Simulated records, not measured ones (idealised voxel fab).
A process module follows: voxel self aligned contacts.
Each square cell in cross-section cut measures 5 nm, and the section as a whole is 225 nm wide.
A cross-section is a grid of square cells, given in bands from the top down. A band is one or more rows of cells.
What a band's entry tells you: where the top is and where the bottom is, as heights in nm, and after that what lies inside, material by material from left to right, each with its width in nm. Empty space is written as the word "air", and a single material marked with the word "throughout" occupies the band from edge to edge.
The level at which height equals 0 is the one under which the wafer, as it arrives, is entirely one material. No lower edge exists for the bottom band, which continues downward and is notated as in "0 nm and below".
Per-row width for "30..40": begins at first number (top row of band), ends at second number (bottom row), increment between rows held constant.
The designation "left unchanged", where it is given for a processing step, indicates that no cell of the cross-section was altered in the course of that step.
Reported under the label "Enclosed internal voids" are the empty spaces having no open way to the top and comprising 8 cells or more; the notation for each is width x height at distance, in which the distance is measured from the left edge and all three values are in nm.
Anything after a step's settings on that line? It's the simulator's own note about the step.
"overlay nm", when on a step's line for a step with a mask, measures how far to the right of its planned place the mask lay; a negative measure means to the left.
## Below is the list of planned process steps
1. RECEIVE with material Si
2. CONFORMAL_DEP with material SiO2, thk nm 5
3. DIRECTIONAL_DEP with material polySi, thk nm 30
4. DIRECTIONAL_DEP with material SiN, thk nm 20
5. PATTERN with tone cover, mask id GATE, material resist, width nm 25, pitch nm 60, thk nm 20, overlay nm 0
6. DIRECTIONAL_ETCH with etch materials SiN, depth nm 20
7. DIRECTIONAL_ETCH with etch materials polySi, depth nm 30
8. STRIP with etch materials resist
9. CONFORMAL_DEP with material SiN, thk nm 5
10. DIRECTIONAL_ETCH with etch materials SiN, depth nm 5
11. FILL_DEP with material SiO2, thk nm 15
12. CMP with height nm 60
13. MASKED_ETCH with tone open, mask id CONTACT, width nm 45, etch materials SiO2, depth nm 60, overlay nm 0
14. CONFORMAL_DEP with material TiN, thk nm 5
15. FILL_DEP with material Ru, thk nm 10
16. CMP with height nm 60
17. CONFORMAL_DEP with material SiCN, thk nm 5
## first wafer, as planned
## So this is the incoming wafer in cross-section - it's already been through step 1
	0 nm and below = Si throughout
	Enclosed internal voids: none
## Wafer section view after processing step 2
	5 nm to 0 nm = SiO2 throughout
	Under the height 0 nothing was changed.
## Wafer section view after processing step 3
	35 nm to 5 nm = polySi throughout
	Under the height 5 nothing was changed.
## Wafer section view after processing step 4
	55 nm to 35 nm = SiN throughout
	Under the height 35 nothing was changed.
## Wafer section view after processing step 5
	75 nm to 55 nm = air=70 / resist=25 / air=35 / resist=25 / air=70
	Under the height 55 nothing was changed.
## Wafer section view after processing step 6
	75 nm to 55 nm = air=70 / resist=25 / air=35 / resist=25 / air=70
	55 nm to 35 nm = air=70 / SiN=25 / air=35 / SiN=25 / air=70
	Under the height 35 nothing was changed.
## Wafer section view after processing step 7
	75 nm to 55 nm = air=70 / resist=25 / air=35 / resist=25 / air=70
	55 nm to 35 nm = air=70 / SiN=25 / air=35 / SiN=25 / air=70
	35 nm to 5 nm = air=70 / polySi=25 / air=35 / polySi=25 / air=70
	Under the height 5 nothing was changed.
## Wafer section view after processing step 8
	55 nm to 35 nm = air=70 / SiN=25 / air=35 / SiN=25 / air=70
	Under the height 35 nothing was changed.
## Wafer section view after processing step 9
	60 nm to 35 nm = air=65 / SiN=35 / air=25 / SiN=35 / air=65
	35 nm to 10 nm = air=65 / SiN=5 / polySi=25 / SiN=5 / air=25 / SiN=5 / polySi=25 / SiN=5 / air=65
	10 nm to 5 nm = SiN=70 / polySi=25 / SiN=35 / polySi=25 / SiN=70
	Under the height 5 nothing was changed.
## Wafer section view after processing step 10
	55 nm to 35 nm = air=65 / SiN=35 / air=25 / SiN=35 / air=65
	35 nm to 5 nm = air=65 / SiN=5 / polySi=25 / SiN=5 / air=25 / SiN=5 / polySi=25 / SiN=5 / air=65
	Under the height 5 nothing was changed.
## Wafer section view after processing step 11
	70 nm to 55 nm = SiO2 throughout
	55 nm to 35 nm = SiO2=65 / SiN=35 / SiO2=25 / SiN=35 / SiO2=65
	35 nm to 5 nm = SiO2=65 / SiN=5 / polySi=25 / SiN=5 / SiO2=25 / SiN=5 / polySi=25 / SiN=5 / SiO2=65
	Under the height 5 nothing was changed.
## Wafer section view after processing step 12
	60 nm to 55 nm = SiO2 throughout
	Under the height 55 nothing was changed.
## Wafer section view after processing step 13
	60 nm to 55 nm = SiO2=90 / air=45 / SiO2=90
	55 nm to 35 nm = SiO2=65 / SiN=35 / air=25 / SiN=35 / SiO2=65
	35 nm to 5 nm = SiO2=65 / SiN=5 / polySi=25 / SiN=5 / air=25 / SiN=5 / polySi=25 / SiN=5 / SiO2=65
	5 nm to 0 nm = SiO2=100 / air=25 / SiO2=100
	Under the height 0 nothing was changed.
## Wafer section view after processing step 14
	65 nm to 60 nm = TiN=95 / air=35 / TiN=95
	60 nm to 55 nm = SiO2=90 / TiN=15 / air=15 / TiN=15 / SiO2=90
	55 nm to 35 nm = SiO2=65 / SiN=35 / TiN=5 / air=15 / TiN=5 / SiN=35 / SiO2=65
	35 nm to 5 nm = SiO2=65 / SiN=5 / polySi=25 / SiN=5 / TiN=5 / air=15 / TiN=5 / SiN=5 / polySi=25 / SiN=5 / SiO2=65
	5 nm to 0 nm = SiO2=100 / TiN=25 / SiO2=100
	Under the height 0 nothing was changed.
## Wafer section view after processing step 15
	75 nm to 65 nm = Ru throughout
	65 nm to 60 nm = TiN=95 / Ru=35 / TiN=95
	60 nm to 55 nm = SiO2=90 / TiN=15 / Ru=15 / TiN=15 / SiO2=90
	55 nm to 35 nm = SiO2=65 / SiN=35 / TiN=5 / Ru=15 / TiN=5 / SiN=35 / SiO2=65
	35 nm to 5 nm = SiO2=65 / SiN=5 / polySi=25 / SiN=5 / TiN=5 / Ru=15 / TiN=5 / SiN=5 / polySi=25 / SiN=5 / SiO2=65
	Under the height 5 nothing was changed.
## Wafer section view after processing step 16
	60 nm to 55 nm = SiO2=90 / TiN=15 / Ru=15 / TiN=15 / SiO2=90
	Under the height 55 nothing was changed.
## Wafer section view after processing step 17
	65 nm to 60 nm = SiCN throughout
	Under the height 60 nothing was changed.
## What follows concerns the second wafer, which started out like the first and was meant to follow the very same plan; one mistake crept in when it was run, but everything up to and including step 15 is the same as for the first wafer
At the planned end of step 16, the second wafer in cross-section: left unchanged
## At the planned end of step 17, the second wafer in cross-section
	80 nm to 75 nm = SiCN throughout
	Under the height 75 nothing was changed.
Processing error: step 16 of the plan was excluded from execution and never run
The closing comparison, in cells, has the second wafer with more or fewer of some materials than the first: 97 more of Ru | 38 more of TiN
